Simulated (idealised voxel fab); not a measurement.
Process module in this document: voxel capacitor over wiring
cross-section cut | 210 nm wide | cells 5 nm
Bands, listed from the top down, are how a cross-section gets written in this document; the cross-section itself is a grid of square cells, and a band is one or more rows of them. Top height, bottom height, nm. Materials left to right, width each, nm. Single material + "throughout" = fills band edge to edge. "air" = empty. Basically, 0 is our baseline, since under it the wafer straight out of the box is all one material. The bottom band has no lower end and keeps on going down, so it looks like "top 0, no bottom". Read "30..40" as a graded width: first number on top, second number at the bottom, same change between each pair of neighbouring rows. Basically "identical to before" means that step didn't change any cell in the cross-section. Enclosed voids (no open way to top), threshold 8 cells or more, entry "Non-vented voids", notation width x height at distance, distance from left edge, nm. Step line, after settings: the simulator's comment on this step. Each step line may optionally specify "overlay nm", which for a step with a mask gives the rightward distance between the mask's planned place and where it lay, a negative value indicating the leftward direction.

**Steps planned for the process**
1: op RECEIVE | material Si
2: op CONFORMAL_DEP | material SiO2 | thk nm 15
3: op DIRECTIONAL_DEP | material TiN | thk nm 5
4: op DIRECTIONAL_DEP | material W | thk nm 25
5: op MASKED_ETCH | tone cover | mask id METAL_1 | width nm 20 | pitch nm 80 | etch materials W | depth nm 25 | overlay nm 0
6: op MASKED_ETCH | tone cover | mask id METAL_1 | width nm 20 | pitch nm 80 | etch materials TiN | depth nm 5 | overlay nm 0
7: op CONFORMAL_DEP | material SiN | thk nm 5
8: op FILL_DEP | material lowk | thk nm 5
9: op CMP | height nm 45
10: op CONFORMAL_DEP | material SiCN | thk nm 5
11: op DIRECTIONAL_DEP | material SiO2 | thk nm 10
12: op MASKED_ETCH | tone open | mask id PLUG_1 | width nm 15 | etch materials SiO2 | depth nm 10 | overlay nm 0
13: op MASKED_ETCH | tone open | mask id PLUG_1 | width nm 15 | etch materials SiCN | depth nm 5 | overlay nm 0
14: op CONFORMAL_DEP | material TiN | thk nm 5
15: op FILL_DEP | material Cu | thk nm 5
16: op CMP | height nm 60
17: op DIRECTIONAL_DEP | material TiN | thk nm 5
18: op DIRECTIONAL_DEP | material Al2O3 | thk nm 5
19: op DIRECTIONAL_DEP | material TiN | thk nm 10
20: op DIRECTIONAL_DEP | material aC | thk nm 10
21: op PATTERN | tone cover | mask id UPPER_PLATE | material resist | width nm 65 | thk nm 25 | overlay nm 0
22: op DIRECTIONAL_ETCH | etch materials aC | depth nm 10
23: op STRIP | etch materials resist
24: op DIRECTIONAL_ETCH | etch materials TiN | depth nm 10
25: op DIRECTIONAL_ETCH | etch materials Al2O3 | depth nm 5
26: op STRIP | etch materials aC
27: op DIRECTIONAL_DEP | material aC | thk nm 10
28: op PATTERN | tone cover | mask id LOWER_PLATE | material resist | width nm 75 | thk nm 30 | overlay nm 0
29: op DIRECTIONAL_ETCH | etch materials aC | depth nm 10
30: op STRIP | etch materials resist
31: op DIRECTIONAL_ETCH | etch materials TiN | depth nm 5
32: op STRIP | etch materials aC
33: op FILL_DEP | material SiO2 | thk nm 20
34: op CMP | height nm 95
35: op MASKED_ETCH | tone open | mask id PLUG_2 | width nm 15 | etch materials SiO2 | depth nm 15 | overlay nm 0
36: op CONFORMAL_DEP | material TiN | thk nm 5
37: op FILL_DEP | material Ru | thk nm 5
38: op CMP | height nm 95
39: op CONFORMAL_DEP | material SiCN | thk nm 5

**Received-state cross-section, reflecting completion of step 1**
* top 0, no bottom | Si throughout
* Non-vented voids: none

**Post-module cross-section of the first of two wafers (run per plan)**
* top 100, bottom 95 | SiCN throughout
* top 95, bottom 85 | SiO2 (70) / TiN (5) / Ru (5) / TiN (5) / SiO2 (125)
* top 85, bottom 80 | SiO2 (70) / TiN (15) / SiO2 (125)
* top 80, bottom 70 | SiO2 (60) / TiN (65) / SiO2 (85)
* top 70, bottom 65 | SiO2 (60) / Al2O3 (65) / SiO2 (85)
* top 65, bottom 60 | SiO2 (55) / TiN (75) / SiO2 (80)
* top 60, bottom 50 | SiO2 (60) / TiN (5) / Cu (5) / TiN (5) / SiO2 (135)
* top 50, bottom 45 | SiCN (60) / TiN (15) / SiCN (135)
* top 45, bottom 20 | lowk (50) / SiN (5) / W (20) / SiN (5) / lowk (50) / SiN (5) / W (20) / SiN (5) / lowk (50)
* top 20, bottom 15 | SiN (55) / TiN (20) / SiN (60) / TiN (20) / SiN (55)
* top 15, bottom 0 | SiO2 throughout
* top 0, no bottom | Si throughout
* Non-vented voids: none

**Cross-sectional view: second of two wafers, end of module; start and plan identical to the first, one mistake in running**
* top 100, bottom 95 | SiCN throughout
* top 95, bottom 85 | SiO2 (70) / TiN (5) / Ru (5) / TiN (5) / SiO2 (125)
* top 85, bottom 80 | SiO2 (70) / TiN (15) / SiO2 (125)
* top 80, bottom 70 | SiO2 (60) / TiN (65) / SiO2 (85)
* top 70, bottom 65 | SiO2 (60) / Al2O3 (65) / SiO2 (85)
* top 65, bottom 60 | SiO2 (55) / TiN (75) / SiO2 (80)
* top 60, bottom 55 | Cu (55) / TiN (5) / SiO2 (15) / TiN (5) / Cu (130)
* top 55, bottom 50 | TiN (60) / SiO2 (15) / TiN (135)
* top 50, bottom 45 | SiCN throughout
* top 45, bottom 20 | lowk (50) / SiN (5) / W (20) / SiN (5) / lowk (50) / SiN (5) / W (20) / SiN (5) / lowk (50)
* top 20, bottom 15 | SiN (55) / TiN (20) / SiN (60) / TiN (20) / SiN (55)
* top 15, bottom 0 | SiO2 throughout
* top 0, no bottom | Si throughout
* Non-vented voids: none
What was the processing mistake? step 12 went in with a setting other than planned; the actual run was op MASKED_ETCH | tone cover | mask id PLUG_1 | width nm 15 | etch materials SiO2 | depth nm 10 | overlay nm 0
Final cells, second wafer relative to first, materials higher or lower: +35 Cu; +3 SiCN; -72 SiO2; +34 TiN
